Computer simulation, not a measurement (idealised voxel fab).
voxel capacitor over wiring: a process module
Square cell edge 5 nm, section width 235 nm, ID cut.
Heads up, the way a cross-section reads in here is a grid of square cells, handed over as bands from the top down, with every band being one or more rows of cells. First you get the band's top height and its bottom height, in nm, and then the materials it's made of, left to right, with each width in nm. If you see a single material with "throughout", that one covers the band edge to edge. "empty" is empty space. The level at which height equals 0 is the one under which the wafer, as it arrives, is entirely one material. No lower edge exists for the bottom band, which continues downward and is notated as in "0 down". You'd read "30->40" like this: the band's top row of cells is as wide as the first number, its bottom row is as wide as the second, and going down, every row changes width by the same amount as the row before did. "all unchanged" means the step left every cell of the cross-section as it was. Basically, "Closed void roster" tells you about the enclosed voids: empty spaces with no open way to the top, 8 cells or bigger, each written width x height at distance, where distance is from the left edge, all in nm. Whatever follows a step's settings on its line is a remark the simulator itself makes about that step. overlay nm: for a step with a mask, the amount by which the mask lay right of where it was planned; a negative amount means left of it.

-- These are the steps we planned for the process
- 1: RECEIVE [material Si]
- 2: CONFORMAL_DEP [material SiO2] [thk nm 10]
- 3: CONFORMAL_DEP [material SiCN] [thk nm 5]
- 4: DIRECTIONAL_DEP [material SiO2] [thk nm 15]
- 5: PATTERN [tone open] [mask id METAL_1] [material resist] [width nm 30] [pitch nm 100] [thk nm 20] [overlay nm 0]
- 6: DIRECTIONAL_ETCH [etch materials SiO2] [depth nm 15]
- 7: DIRECTIONAL_ETCH [etch materials SiCN] [depth nm 5]
- 8: STRIP [etch materials resist]
- 9: CONFORMAL_DEP [material TiN] [thk nm 5]
- 10: FILL_DEP [material Cu] [thk nm 5]
- 11: CMP [height nm 30]
- 12: CONFORMAL_DEP [material SiCN] [thk nm 5]
- 13: DIRECTIONAL_DEP [material lowk] [thk nm 15]
- 14: MASKED_ETCH [tone open] [mask id PLUG_1] [width nm 15] [etch materials lowk] [depth nm 15] [overlay nm 0]
- 15: MASKED_ETCH [tone open] [mask id PLUG_1] [width nm 15] [etch materials SiCN] [depth nm 5] [overlay nm 0]
- 16: EPI [material Ru] [thk nm 10]
- 17: EPI [material Ru] [thk nm 10]
- 18: DIRECTIONAL_DEP [material TiN] [thk nm 5]
- 19: DIRECTIONAL_DEP [material Al2O3] [thk nm 5]
- 20: DIRECTIONAL_DEP [material TiN] [thk nm 5]
- 21: MASKED_ETCH [tone cover] [mask id UPPER_PLATE] [width nm 75] [etch materials TiN] [depth nm 5] [overlay nm 0]
- 22: MASKED_ETCH [tone cover] [mask id UPPER_PLATE] [width nm 75] [etch materials Al2O3] [depth nm 5] [overlay nm 0]
- 23: PATTERN [tone cover] [mask id LOWER_PLATE] [material resist] [width nm 85] [thk nm 15] [overlay nm 0]
- 24: DIRECTIONAL_ETCH [etch materials TiN] [depth nm 5]
- 25: STRIP [etch materials resist]
- 26: FILL_DEP [material SiO2] [thk nm 15]
- 27: CMP [height nm 75]
- 28: DIRECTIONAL_DEP [material aC] [thk nm 10]
- 29: PATTERN [tone open] [mask id PLUG_2] [material resist] [width nm 15] [thk nm 30] [overlay nm 0]
- 30: DIRECTIONAL_ETCH [etch materials aC] [depth nm 10]
- 31: STRIP [etch materials resist]
- 32: DIRECTIONAL_ETCH [etch materials SiO2] [depth nm 10]
- 33: STRIP [etch materials aC]
- 34: CONFORMAL_DEP [material TiN] [thk nm 5]
- 35: FILL_DEP [material Cu] [thk nm 10]
- 36: CMP [height nm 75]
- 37: CONFORMAL_DEP [material SiCN] [thk nm 5]

-- The first of two wafers, run as planned

-- Incoming wafer, cross-sectional view, post step 1
	0 down  Si throughout
	Closed void roster: none

-- Cross-section of the wafer subsequent to step 2
	10 to 0  SiO2 throughout
	Everything below 0 is unchanged.

-- Cross-section of the wafer subsequent to step 3
	15 to 10  SiCN throughout
	Everything below 10 is unchanged.

-- Cross-section of the wafer subsequent to step 4
	30 to 15  SiO2 throughout
	Everything below 15 is unchanged.

-- Cross-section of the wafer subsequent to step 5
	50 to 30  50 nm resist; 30 nm empty; 70 nm resist; 30 nm empty; 55 nm resist
	Everything below 30 is unchanged.

-- Cross-section of the wafer subsequent to step 6
	50 to 30  50 nm resist; 30 nm empty; 70 nm resist; 30 nm empty; 55 nm resist
	30 to 15  50 nm SiO2; 30 nm empty; 70 nm SiO2; 30 nm empty; 55 nm SiO2
	Everything below 15 is unchanged.

-- Cross-section of the wafer subsequent to step 7
	50 to 30  50 nm resist; 30 nm empty; 70 nm resist; 30 nm empty; 55 nm resist
	30 to 15  50 nm SiO2; 30 nm empty; 70 nm SiO2; 30 nm empty; 55 nm SiO2
	15 to 10  50 nm SiCN; 30 nm empty; 70 nm SiCN; 30 nm empty; 55 nm SiCN
	Everything below 10 is unchanged.

-- Cross-section of the wafer subsequent to step 8
	30 to 15  50 nm SiO2; 30 nm empty; 70 nm SiO2; 30 nm empty; 55 nm SiO2
	Everything below 15 is unchanged.

-- Cross-section of the wafer subsequent to step 9
	35 to 30  55 nm TiN; 20 nm empty; 80 nm TiN; 20 nm empty; 60 nm TiN
	30 to 15  50 nm SiO2; 5 nm TiN; 20 nm empty; 5 nm TiN; 70 nm SiO2; 5 nm TiN; 20 nm empty; 5 nm TiN; 55 nm SiO2
	15 to 10  50 nm SiCN; 30 nm TiN; 70 nm SiCN; 30 nm TiN; 55 nm SiCN
	Everything below 10 is unchanged.

-- Cross-section of the wafer subsequent to step 10
	40 to 35  Cu throughout
	35 to 30  55 nm TiN; 20 nm Cu; 80 nm TiN; 20 nm Cu; 60 nm TiN
	30 to 15  50 nm SiO2; 5 nm TiN; 20 nm Cu; 5 nm TiN; 70 nm SiO2; 5 nm TiN; 20 nm Cu; 5 nm TiN; 55 nm SiO2
	Everything below 15 is unchanged.

-- Cross-section of the wafer subsequent to step 11
	30 to 15  50 nm SiO2; 5 nm TiN; 20 nm Cu; 5 nm TiN; 70 nm SiO2; 5 nm TiN; 20 nm Cu; 5 nm TiN; 55 nm SiO2
	Everything below 15 is unchanged.

-- Cross-section of the wafer subsequent to step 12
	35 to 30  SiCN throughout
	Everything below 30 is unchanged.

-- Cross-section of the wafer subsequent to step 13
	50 to 35  lowk throughout
	Everything below 35 is unchanged.

-- Cross-section of the wafer subsequent to step 14
	50 to 35  65 nm lowk; 15 nm empty; 155 nm lowk
	Everything below 35 is unchanged.

-- Cross-section of the wafer subsequent to step 15
	50 to 35  65 nm lowk; 15 nm empty; 155 nm lowk
	35 to 30  65 nm SiCN; 15 nm empty; 155 nm SiCN
	Everything below 30 is unchanged.

-- Cross-section of the wafer subsequent to step 16
	50 to 40  65 nm lowk; 15 nm empty; 155 nm lowk
	40 to 35  65 nm lowk; 15 nm Ru; 155 nm lowk
	35 to 30  65 nm SiCN; 15 nm Ru; 155 nm SiCN
	Everything below 30 is unchanged.

-- Cross-section of the wafer subsequent to step 17
	50 to 35  65 nm lowk; 15 nm Ru; 155 nm lowk
	Everything below 35 is unchanged.

-- Cross-section of the wafer subsequent to step 18
	55 to 50  TiN throughout
	Everything below 50 is unchanged.

-- Cross-section of the wafer subsequent to step 19
	60 to 55  Al2O3 throughout
	Everything below 55 is unchanged.

-- Cross-section of the wafer subsequent to step 20
	65 to 60  TiN throughout
	Everything below 60 is unchanged.

-- Cross-section of the wafer subsequent to step 21
	65 to 60  65 nm empty; 75 nm TiN; 95 nm empty
	Everything below 60 is unchanged.

-- Cross-section of the wafer subsequent to step 22
	65 to 60  65 nm empty; 75 nm TiN; 95 nm empty
	60 to 55  65 nm empty; 75 nm Al2O3; 95 nm empty
	Everything below 55 is unchanged.

-- Cross-section of the wafer subsequent to step 23
	80 to 65  60 nm empty; 85 nm resist; 90 nm empty
	65 to 60  60 nm empty; 5 nm resist; 75 nm TiN; 5 nm resist; 90 nm empty
	60 to 55  60 nm empty; 5 nm resist; 75 nm Al2O3; 5 nm resist; 90 nm empty
	Everything below 55 is unchanged.

-- Cross-section of the wafer subsequent to step 24
	80 to 65  60 nm empty; 85 nm resist; 90 nm empty
	65 to 60  60 nm empty; 5 nm resist; 75 nm TiN; 5 nm resist; 90 nm empty
	60 to 55  60 nm empty; 5 nm resist; 75 nm Al2O3; 5 nm resist; 90 nm empty
	55 to 50  60 nm empty; 85 nm TiN; 90 nm empty
	Everything below 50 is unchanged.

-- Cross-section of the wafer subsequent to step 25
	65 to 60  65 nm empty; 75 nm TiN; 95 nm empty
	60 to 55  65 nm empty; 75 nm Al2O3; 95 nm empty
	Everything below 55 is unchanged.

-- Cross-section of the wafer subsequent to step 26
	80 to 65  SiO2 throughout
	65 to 60  65 nm SiO2; 75 nm TiN; 95 nm SiO2
	60 to 55  65 nm SiO2; 75 nm Al2O3; 95 nm SiO2
	55 to 50  60 nm SiO2; 85 nm TiN; 90 nm SiO2
	Everything below 50 is unchanged.

-- Cross-section of the wafer subsequent to step 27
	75 to 65  SiO2 throughout
	Everything below 65 is unchanged.

-- Cross-section of the wafer subsequent to step 28
	85 to 75  aC throughout
	Everything below 75 is unchanged.

-- Cross-section of the wafer subsequent to step 29
	115 to 85  75 nm resist; 15 nm empty; 145 nm resist
	Everything below 85 is unchanged.

-- Cross-section of the wafer subsequent to step 30
	105 to 85  75 nm resist; 15 nm empty; 145 nm resist
	85 to 75  75 nm aC; 15 nm empty; 145 nm aC
	Everything below 75 is unchanged.

-- Cross-section of the wafer subsequent to step 31
	85 to 75  75 nm aC; 15 nm empty; 145 nm aC
	Everything below 75 is unchanged.

-- Cross-section of the wafer subsequent to step 32
	85 to 75  75 nm aC; 15 nm empty; 145 nm aC
	75 to 65  75 nm SiO2; 15 nm empty; 145 nm SiO2
	Everything below 65 is unchanged.

-- Cross-section of the wafer subsequent to step 33
	75 to 65  75 nm SiO2; 15 nm empty; 145 nm SiO2
	Everything below 65 is unchanged.

-- Cross-section of the wafer subsequent to step 34
	80 to 75  80 nm TiN; 5 nm empty; 150 nm TiN
	75 to 70  75 nm SiO2; 5 nm TiN; 5 nm empty; 5 nm TiN; 145 nm SiO2
	70 to 60  75->65 nm SiO2; 15->75 nm TiN; 145->95 nm SiO2
	Everything below 60 is unchanged.

-- Cross-section of the wafer subsequent to step 35
	90 to 80  Cu throughout
	80 to 75  80 nm TiN; 5 nm Cu; 150 nm TiN
	75 to 70  75 nm SiO2; 5 nm TiN; 5 nm Cu; 5 nm TiN; 145 nm SiO2
	Everything below 70 is unchanged.

-- Cross-section of the wafer subsequent to step 36
	75 to 70  75 nm SiO2; 5 nm TiN; 5 nm Cu; 5 nm TiN; 145 nm SiO2
	Everything below 70 is unchanged.

-- Cross-section of the wafer subsequent to step 37
	80 to 75  SiCN throughout
	Everything below 75 is unchanged.

-- Wafer two of the pair: same origin, same plan, one error during the run; identical to wafer one up to and including step 4

-- Cross-section of the second wafer when, according to plan, step 5 should have finished
	50 to 30  55 nm resist; 25 nm empty; 75 nm resist; 25 nm empty; 55 nm resist
	Everything below 30 is unchanged.

-- Cross-section of the second wafer when, according to plan, step 6 should have finished
	50 to 30  55 nm resist; 25 nm empty; 75 nm resist; 25 nm empty; 55 nm resist
	30 to 15  55 nm SiO2; 25 nm empty; 75 nm SiO2; 25 nm empty; 55 nm SiO2
	Everything below 15 is unchanged.

-- Cross-section of the second wafer when, according to plan, step 7 should have finished
	50 to 30  55 nm resist; 25 nm empty; 75 nm resist; 25 nm empty; 55 nm resist
	30 to 15  55 nm SiO2; 25 nm empty; 75 nm SiO2; 25 nm empty; 55 nm SiO2
	15 to 10  55 nm SiCN; 25 nm empty; 75 nm SiCN; 25 nm empty; 55 nm SiCN
	Everything below 10 is unchanged.

-- Cross-section of the second wafer when, according to plan, step 8 should have finished
	30 to 15  55 nm SiO2; 25 nm empty; 75 nm SiO2; 25 nm empty; 55 nm SiO2
	Everything below 15 is unchanged.

-- Cross-section of the second wafer when, according to plan, step 9 should have finished
	35 to 30  60 nm TiN; 15 nm empty; 85 nm TiN; 15 nm empty; 60 nm TiN
	30 to 15  55 nm SiO2; 5 nm TiN; 15 nm empty; 5 nm TiN; 75 nm SiO2; 5 nm TiN; 15 nm empty; 5 nm TiN; 55 nm SiO2
	15 to 10  55 nm SiCN; 25 nm TiN; 75 nm SiCN; 25 nm TiN; 55 nm SiCN
	Everything below 10 is unchanged.

-- Cross-section of the second wafer when, according to plan, step 10 should have finished
	40 to 35  Cu throughout
	35 to 30  60 nm TiN; 15 nm Cu; 85 nm TiN; 15 nm Cu; 60 nm TiN
	30 to 15  55 nm SiO2; 5 nm TiN; 15 nm Cu; 5 nm TiN; 75 nm SiO2; 5 nm TiN; 15 nm Cu; 5 nm TiN; 55 nm SiO2
	Everything below 15 is unchanged.

-- Cross-section of the second wafer when, according to plan, step 11 should have finished
	30 to 15  55 nm SiO2; 5 nm TiN; 15 nm Cu; 5 nm TiN; 75 nm SiO2; 5 nm TiN; 15 nm Cu; 5 nm TiN; 55 nm SiO2
	Everything below 15 is unchanged.

-- Cross-section of the second wafer when, according to plan, step 12 should have finished
	35 to 30  SiCN throughout
	Everything below 30 is unchanged.

-- Cross-section of the second wafer when, according to plan, step 13 should have finished
	50 to 35  lowk throughout
	Everything below 35 is unchanged.

-- Cross-section of the second wafer when, according to plan, step 14 should have finished
	50 to 35  65 nm lowk; 15 nm empty; 155 nm lowk
	Everything below 35 is unchanged.

-- Cross-section of the second wafer when, according to plan, step 15 should have finished
	50 to 35  65 nm lowk; 15 nm empty; 155 nm lowk
	35 to 30  65 nm SiCN; 15 nm empty; 155 nm SiCN
	Everything below 30 is unchanged.

-- Cross-section of the second wafer when, according to plan, step 16 should have finished
	50 to 40  65 nm lowk; 15 nm empty; 155 nm lowk
	40 to 35  65 nm lowk; 15 nm Ru; 155 nm lowk
	35 to 30  65 nm SiCN; 15 nm Ru; 155 nm SiCN
	Everything below 30 is unchanged.

-- Cross-section of the second wafer when, according to plan, step 17 should have finished
	50 to 35  65 nm lowk; 15 nm Ru; 155 nm lowk
	Everything below 35 is unchanged.

-- Cross-section of the second wafer when, according to plan, step 18 should have finished
	55 to 50  TiN throughout
	Everything below 50 is unchanged.

-- Cross-section of the second wafer when, according to plan, step 19 should have finished
	60 to 55  Al2O3 throughout
	Everything below 55 is unchanged.

-- Cross-section of the second wafer when, according to plan, step 20 should have finished
	65 to 60  TiN throughout
	Everything below 60 is unchanged.

-- Cross-section of the second wafer when, according to plan, step 21 should have finished
	65 to 60  65 nm empty; 75 nm TiN; 95 nm empty
	Everything below 60 is unchanged.

-- Cross-section of the second wafer when, according to plan, step 22 should have finished
	65 to 60  65 nm empty; 75 nm TiN; 95 nm empty
	60 to 55  65 nm empty; 75 nm Al2O3; 95 nm empty
	Everything below 55 is unchanged.

-- Cross-section of the second wafer when, according to plan, step 23 should have finished
	80 to 65  60 nm empty; 85 nm resist; 90 nm empty
	65 to 60  60 nm empty; 5 nm resist; 75 nm TiN; 5 nm resist; 90 nm empty
	60 to 55  60 nm empty; 5 nm resist; 75 nm Al2O3; 5 nm resist; 90 nm empty
	Everything below 55 is unchanged.

-- Cross-section of the second wafer when, according to plan, step 24 should have finished
	80 to 65  60 nm empty; 85 nm resist; 90 nm empty
	65 to 60  60 nm empty; 5 nm resist; 75 nm TiN; 5 nm resist; 90 nm empty
	60 to 55  60 nm empty; 5 nm resist; 75 nm Al2O3; 5 nm resist; 90 nm empty
	55 to 50  60 nm empty; 85 nm TiN; 90 nm empty
	Everything below 50 is unchanged.

-- Cross-section of the second wafer when, according to plan, step 25 should have finished
	65 to 60  65 nm empty; 75 nm TiN; 95 nm empty
	60 to 55  65 nm empty; 75 nm Al2O3; 95 nm empty
	Everything below 55 is unchanged.

-- Cross-section of the second wafer when, according to plan, step 26 should have finished
	80 to 65  SiO2 throughout
	65 to 60  65 nm SiO2; 75 nm TiN; 95 nm SiO2
	60 to 55  65 nm SiO2; 75 nm Al2O3; 95 nm SiO2
	55 to 50  60 nm SiO2; 85 nm TiN; 90 nm SiO2
	Everything below 50 is unchanged.

-- Cross-section of the second wafer when, according to plan, step 27 should have finished
	75 to 65  SiO2 throughout
	Everything below 65 is unchanged.

-- Cross-section of the second wafer when, according to plan, step 28 should have finished
	85 to 75  aC throughout
	Everything below 75 is unchanged.

-- Cross-section of the second wafer when, according to plan, step 29 should have finished
	115 to 85  75 nm resist; 15 nm empty; 145 nm resist
	Everything below 85 is unchanged.

-- Cross-section of the second wafer when, according to plan, step 30 should have finished
	105 to 85  75 nm resist; 15 nm empty; 145 nm resist
	85 to 75  75 nm aC; 15 nm empty; 145 nm aC
	Everything below 75 is unchanged.

-- Cross-section of the second wafer when, according to plan, step 31 should have finished
	85 to 75  75 nm aC; 15 nm empty; 145 nm aC
	Everything below 75 is unchanged.

-- Cross-section of the second wafer when, according to plan, step 32 should have finished
	85 to 75  75 nm aC; 15 nm empty; 145 nm aC
	75 to 65  75 nm SiO2; 15 nm empty; 145 nm SiO2
	Everything below 65 is unchanged.

-- Cross-section of the second wafer when, according to plan, step 33 should have finished
	75 to 65  75 nm SiO2; 15 nm empty; 145 nm SiO2
	Everything below 65 is unchanged.

-- Cross-section of the second wafer when, according to plan, step 34 should have finished
	80 to 75  80 nm TiN; 5 nm empty; 150 nm TiN
	75 to 70  75 nm SiO2; 5 nm TiN; 5 nm empty; 5 nm TiN; 145 nm SiO2
	70 to 60  75->65 nm SiO2; 15->75 nm TiN; 145->95 nm SiO2
	Everything below 60 is unchanged.

-- Cross-section of the second wafer when, according to plan, step 35 should have finished
	90 to 80  Cu throughout
	80 to 75  80 nm TiN; 5 nm Cu; 150 nm TiN
	75 to 70  75 nm SiO2; 5 nm TiN; 5 nm Cu; 5 nm TiN; 145 nm SiO2
	Everything below 70 is unchanged.

-- Cross-section of the second wafer when, according to plan, step 36 should have finished
	75 to 70  75 nm SiO2; 5 nm TiN; 5 nm Cu; 5 nm TiN; 145 nm SiO2
	Everything below 70 is unchanged.

-- Cross-section of the second wafer when, according to plan, step 37 should have finished
	80 to 75  SiCN throughout
	Everything below 75 is unchanged.
Run error: step 5: run off-plan, actual operation and settings PATTERN [tone open] [mask id METAL_1] [material resist] [width nm 25] [pitch nm 100] [thk nm 20] [overlay nm 0]
Final cells, second wafer relative to first, materials higher or lower: -6 Cu; +2 SiCN; +6 SiO2; -2 TiN
